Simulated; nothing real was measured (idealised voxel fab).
process module | voxel wiring stack
cross-section cut | 265 nm wide | cells 5 nm
A cross-section is a grid of square cells, given in bands from the top down. A band is one or more rows of cells.
Each band's line starts with the height of the band's top and of its bottom, in nm. Then come its materials from left to right, each with its width in nm. One material with "throughout" fills the band from edge to edge. "air" is empty space.
Height 0 is the level under which the wafer as received is all one material. The lowest band goes on downwards, as in "0 down".
A width such as "30 to 40" changes by the same amount from each row of cells to the next, from the band's top row to its bottom row.
"no change" after a step means that no cell of the cross-section changed.
closed voids: empty space of 8 cells or more with no open way to the top, each as width x height at its distance from the left edge, in nm
after a step's settings: what the simulator itself notes on the step
overlay nm, on a step with a mask: how far to the right of its planned place the mask lay; to the left if negative
plan
1 op RECEIVE | material Si
2 op CONFORMAL_DEP | material SiO2 | thk nm 15
3 op CONFORMAL_DEP | material SiN | thk nm 5
4 op DIRECTIONAL_DEP | material SiO2 | thk nm 15
5 op PATTERN | tone open | mask id METAL_1 | material resist | width nm 20 | pitch nm 40 | thk nm 20 | overlay nm 0
6 op DIRECTIONAL_ETCH | etch materials SiO2 | depth nm 15
7 op DIRECTIONAL_ETCH | etch materials SiN | depth nm 5
8 op STRIP | etch materials resist
9 op CONFORMAL_DEP | material TiN | thk nm 5
10 op FILL_DEP | material Ru | thk nm 10
11 op CMP | height nm 35
12 op EPI | material Ru | thk nm 5
13 op FILL_DEP | material SiCN | thk nm 5
14 op DIRECTIONAL_DEP | material SiO2 | thk nm 20
15 op PATTERN | tone open | mask id PLUG_1 | material resist | width nm 15 | pitch nm 40 | thk nm 20 | overlay nm 0
16 op DIRECTIONAL_ETCH | etch materials SiO2 | depth nm 20
17 op DIRECTIONAL_ETCH | etch materials SiCN | depth nm 5
18 op STRIP | etch materials resist
19 op CONFORMAL_DEP | material TiN | thk nm 5
20 op FILL_DEP | material W | thk nm 10
21 op CMP | height nm 65
22 op DIRECTIONAL_DEP | material TiN | thk nm 5
23 op DIRECTIONAL_DEP | material W | thk nm 20
24 op MASKED_ETCH | tone cover | mask id METAL_2 | width nm 20 | pitch nm 40 | etch materials W | depth nm 20 | overlay nm 0
25 op MASKED_ETCH | tone cover | mask id METAL_2 | width nm 20 | pitch nm 40 | etch materials TiN | depth nm 5 | overlay nm 0
26 op CONFORMAL_DEP | material SiN | thk nm 5
27 op FILL_DEP | material SiO2 | thk nm 5
28 op CMP | height nm 90
29 op CONFORMAL_DEP | material SiCN | thk nm 5
30 op DIRECTIONAL_DEP | material SiO2 | thk nm 30
31 op PATTERN | tone open | mask id METAL_3 | material resist | width nm 20 | pitch nm 40 | thk nm 15 | overlay nm 0
32 op DIRECTIONAL_ETCH | etch materials SiO2 | depth nm 15
33 op STRIP | etch materials resist
34 op PATTERN | tone open | mask id METAL_3_HOLES | material resist | width nm 15 | pitch nm 40 | thk nm 15 | overlay nm 0
35 op DIRECTIONAL_ETCH | etch materials SiO2 | depth nm 15
36 op DIRECTIONAL_ETCH | etch materials SiCN | depth nm 5
37 op STRIP | etch materials resist
38 op CONFORMAL_DEP | material TiN | thk nm 5
39 op FILL_DEP | material Cu | thk nm 5
40 op CMP | height nm 125
41 op CONFORMAL_DEP | material SiN | thk nm 5
first wafer, as planned
as received, after step 1
  0 down: Si throughout
  closed voids: none
after step 2
  15 to 0: SiO2 throughout
  below 0: unchanged
after step 3
  20 to 15: SiN throughout
  below 15: unchanged
after step 4
  35 to 20: SiO2 throughout
  below 20: unchanged
after step 5
  55 to 35: resist 100 | air 20 | resist 20 | air 20 | resist 105
  below 35: unchanged
after step 6
  55 to 35: resist 100 | air 20 | resist 20 | air 20 | resist 105
  35 to 20: SiO2 100 | air 20 | SiO2 20 | air 20 | SiO2 105
  below 20: unchanged
after step 7
  55 to 35: resist 100 | air 20 | resist 20 | air 20 | resist 105
  35 to 20: SiO2 100 | air 20 | SiO2 20 | air 20 | SiO2 105
  20 to 15: SiN 100 | air 20 | SiN 20 | air 20 | SiN 105
  below 15: unchanged
after step 8
  35 to 20: SiO2 100 | air 20 | SiO2 20 | air 20 | SiO2 105
  below 20: unchanged
after step 9
  40 to 35: TiN 105 | air 10 | TiN 30 | air 10 | TiN 110
  35 to 20: SiO2 100 | TiN 5 | air 10 | TiN 5 | SiO2 20 | TiN 5 | air 10 | TiN 5 | SiO2 105
  20 to 15: SiN 100 | TiN 20 | SiN 20 | TiN 20 | SiN 105
  below 15: unchanged
after step 10
  50 to 40: Ru throughout
  40 to 35: TiN 105 | Ru 10 | TiN 30 | Ru 10 | TiN 110
  35 to 20: SiO2 100 | TiN 5 | Ru 10 | TiN 5 | SiO2 20 | TiN 5 | Ru 10 | TiN 5 | SiO2 105
  below 20: unchanged
after step 11
  35 to 20: SiO2 100 | TiN 5 | Ru 10 | TiN 5 | SiO2 20 | TiN 5 | Ru 10 | TiN 5 | SiO2 105
  below 20: unchanged
after step 12
  40 to 35: air 95 | Ru 30 | air 10 | Ru 30 | air 100
  below 35: unchanged
after step 13
  45 to 40: SiCN throughout
  40 to 35: SiCN 95 | Ru 30 | SiCN 10 | Ru 30 | SiCN 100
  below 35: unchanged
after step 14
  65 to 45: SiO2 throughout
  below 45: unchanged
after step 15
  85 to 65: resist 100 | air 15 | resist 25 | air 15 | resist 110
  below 65: unchanged
after step 16
  85 to 65: resist 100 | air 15 | resist 25 | air 15 | resist 110
  65 to 45: SiO2 100 | air 15 | SiO2 25 | air 15 | SiO2 110
  below 45: unchanged
after step 17
  85 to 65: resist 100 | air 15 | resist 25 | air 15 | resist 110
  65 to 45: SiO2 100 | air 15 | SiO2 25 | air 15 | SiO2 110
  45 to 40: SiCN 100 | air 15 | SiCN 25 | air 15 | SiCN 110
  below 40: unchanged
after step 18
  65 to 45: SiO2 100 | air 15 | SiO2 25 | air 15 | SiO2 110
  below 45: unchanged
after step 19
  70 to 65: TiN 105 | air 5 | TiN 35 | air 5 | TiN 115
  65 to 45: SiO2 100 | TiN 5 | air 5 | TiN 5 | SiO2 25 | TiN 5 | air 5 | TiN 5 | SiO2 110
  45 to 40: SiCN 100 | TiN 15 | SiCN 25 | TiN 15 | SiCN 110
  below 40: unchanged
after step 20
  80 to 70: W throughout
  70 to 65: TiN 105 | W 5 | TiN 35 | W 5 | TiN 115
  65 to 45: SiO2 100 | TiN 5 | W 5 | TiN 5 | SiO2 25 | TiN 5 | W 5 | TiN 5 | SiO2 110
  below 45: unchanged
after step 21
  65 to 45: SiO2 100 | TiN 5 | W 5 | TiN 5 | SiO2 25 | TiN 5 | W 5 | TiN 5 | SiO2 110
  below 45: unchanged
after step 22
  70 to 65: TiN throughout
  below 65: unchanged
after step 23
  90 to 70: W throughout
  below 70: unchanged
after step 24
  90 to 70: air 100 | W 20 | air 20 | W 20 | air 105
  below 70: unchanged
after step 25
  90 to 70: air 100 | W 20 | air 20 | W 20 | air 105
  70 to 65: air 100 | TiN 20 | air 20 | TiN 20 | air 105
  below 65: unchanged
after step 26
  95 to 90: air 95 | SiN 30 | air 10 | SiN 30 | air 100
  90 to 70: air 95 | SiN 5 | W 20 | SiN 5 | air 10 | SiN 5 | W 20 | SiN 5 | air 100
  70 to 65: SiN 100 | TiN 20 | SiN 20 | TiN 20 | SiN 105
  below 65: unchanged
after step 27
  100 to 95: SiO2 throughout
  95 to 90: SiO2 95 | SiN 30 | SiO2 10 | SiN 30 | SiO2 100
  90 to 70: SiO2 95 | SiN 5 | W 20 | SiN 5 | SiO2 10 | SiN 5 | W 20 | SiN 5 | SiO2 100
  below 70: unchanged
after step 28
  90 to 70: SiO2 95 | SiN 5 | W 20 | SiN 5 | SiO2 10 | SiN 5 | W 20 | SiN 5 | SiO2 100
  below 70: unchanged
after step 29
  95 to 90: SiCN throughout
  below 90: unchanged
after step 30
  125 to 95: SiO2 throughout
  below 95: unchanged
after step 31
  140 to 125: resist 100 | air 20 | resist 20 | air 20 | resist 105
  below 125: unchanged
after step 32
  140 to 125: resist 100 | air 20 | resist 20 | air 20 | resist 105
  125 to 110: SiO2 100 | air 20 | SiO2 20 | air 20 | SiO2 105
  below 110: unchanged
after step 33
  125 to 110: SiO2 100 | air 20 | SiO2 20 | air 20 | SiO2 105
  below 110: unchanged
after step 34
  140 to 125: resist 100 | air 15 | resist 25 | air 15 | resist 110
  125 to 110: SiO2 100 | air 15 | resist 5 | SiO2 20 | air 15 | resist 5 | SiO2 105
  below 110: unchanged
after step 35
  140 to 125: resist 100 | air 15 | resist 25 | air 15 | resist 110
  125 to 110: SiO2 100 | air 15 | resist 5 | SiO2 20 | air 15 | resist 5 | SiO2 105
  110 to 95: SiO2 100 | air 15 | SiO2 25 | air 15 | SiO2 110
  below 95: unchanged
after step 36
  140 to 125: resist 100 | air 15 | resist 25 | air 15 | resist 110
  125 to 110: SiO2 100 | air 15 | resist 5 | SiO2 20 | air 15 | resist 5 | SiO2 105
  110 to 95: SiO2 100 | air 15 | SiO2 25 | air 15 | SiO2 110
  95 to 90: SiCN 100 | air 15 | SiCN 25 | air 15 | SiCN 110
  below 90: unchanged
after step 37
  125 to 110: SiO2 100 | air 20 | SiO2 20 | air 20 | SiO2 105
  below 110: unchanged
after step 38
  130 to 125: TiN 105 | air 10 | TiN 30 | air 10 | TiN 110
  125 to 115: SiO2 100 | TiN 5 | air 10 | TiN 5 | SiO2 20 | TiN 5 | air 10 | TiN 5 | SiO2 105
  115 to 110: SiO2 100 | TiN 5 | air 5 | TiN 10 | SiO2 20 | TiN 5 | air 5 | TiN 10 | SiO2 105
  110 to 95: SiO2 100 | TiN 5 | air 5 | TiN 5 | SiO2 25 | TiN 5 | air 5 | TiN 5 | SiO2 110
  95 to 90: SiCN 100 | TiN 15 | SiCN 25 | TiN 15 | SiCN 110
  below 90: unchanged
after step 39
  135 to 130: Cu throughout
  130 to 125: TiN 105 | Cu 10 | TiN 30 | Cu 10 | TiN 110
  125 to 115: SiO2 100 | TiN 5 | Cu 10 | TiN 5 | SiO2 20 | TiN 5 | Cu 10 | TiN 5 | SiO2 105
  115 to 110: SiO2 100 | TiN 5 | Cu 5 | TiN 10 | SiO2 20 | TiN 5 | Cu 5 | TiN 10 | SiO2 105
  110 to 95: SiO2 100 | TiN 5 | Cu 5 | TiN 5 | SiO2 25 | TiN 5 | Cu 5 | TiN 5 | SiO2 110
  below 95: unchanged
after step 40
  125 to 115: SiO2 100 | TiN 5 | Cu 10 | TiN 5 | SiO2 20 | TiN 5 | Cu 10 | TiN 5 | SiO2 105
  below 115: unchanged
after step 41
  130 to 125: SiN throughout
  below 125: unchanged
second wafer: like start, like plan, one mistake. Through step 31 it matches the first wafer
when step 32 should have ended
  140 to 125: resist 100 | air 20 | resist 20 | air 20 | resist 105
  125 to 95: SiO2 100 | air 20 | SiO2 20 | air 20 | SiO2 105
  below 95: unchanged
when step 33 should have ended
  125 to 95: SiO2 100 | air 20 | SiO2 20 | air 20 | SiO2 105
  below 95: unchanged
when step 34 should have ended
  140 to 125: resist 100 | air 15 | resist 25 | air 15 | resist 110
  125 to 95: SiO2 100 | air 15 | resist 5 | SiO2 20 | air 15 | resist 5 | SiO2 105
  below 95: unchanged
when step 35 should have ended: no change
when step 36 should have ended
  140 to 125: resist 100 | air 15 | resist 25 | air 15 | resist 110
  125 to 95: SiO2 100 | air 15 | resist 5 | SiO2 20 | air 15 | resist 5 | SiO2 105
  95 to 90: SiCN 100 | air 15 | SiCN 25 | air 15 | SiCN 110
  below 90: unchanged
when step 37 should have ended
  125 to 95: SiO2 100 | air 20 | SiO2 20 | air 20 | SiO2 105
  below 95: unchanged
when step 38 should have ended
  130 to 125: TiN 105 | air 10 | TiN 30 | air 10 | TiN 110
  125 to 100: SiO2 100 | TiN 5 | air 10 | TiN 5 | SiO2 20 | TiN 5 | air 10 | TiN 5 | SiO2 105
  100 to 95: SiO2 100 | TiN 5 | air 5 | TiN 10 | SiO2 20 | TiN 5 | air 5 | TiN 10 | SiO2 105
  95 to 90: SiCN 100 | TiN 15 | SiCN 25 | TiN 15 | SiCN 110
  below 90: unchanged
when step 39 should have ended
  135 to 130: Cu throughout
  130 to 125: TiN 105 | Cu 10 | TiN 30 | Cu 10 | TiN 110
  125 to 100: SiO2 100 | TiN 5 | Cu 10 | TiN 5 | SiO2 20 | TiN 5 | Cu 10 | TiN 5 | SiO2 105
  100 to 95: SiO2 100 | TiN 5 | Cu 5 | TiN 10 | SiO2 20 | TiN 5 | Cu 5 | TiN 10 | SiO2 105
  below 95: unchanged
when step 40 should have ended
  125 to 100: SiO2 100 | TiN 5 | Cu 10 | TiN 5 | SiO2 20 | TiN 5 | Cu 10 | TiN 5 | SiO2 105
  below 100: unchanged
when step 41 should have ended
  130 to 125: SiN throughout
  below 125: unchanged
what went wrong: step 32 was run twice
at the end the second wafer has, in cells: 6 more of Cu | 6 fewer of SiO2
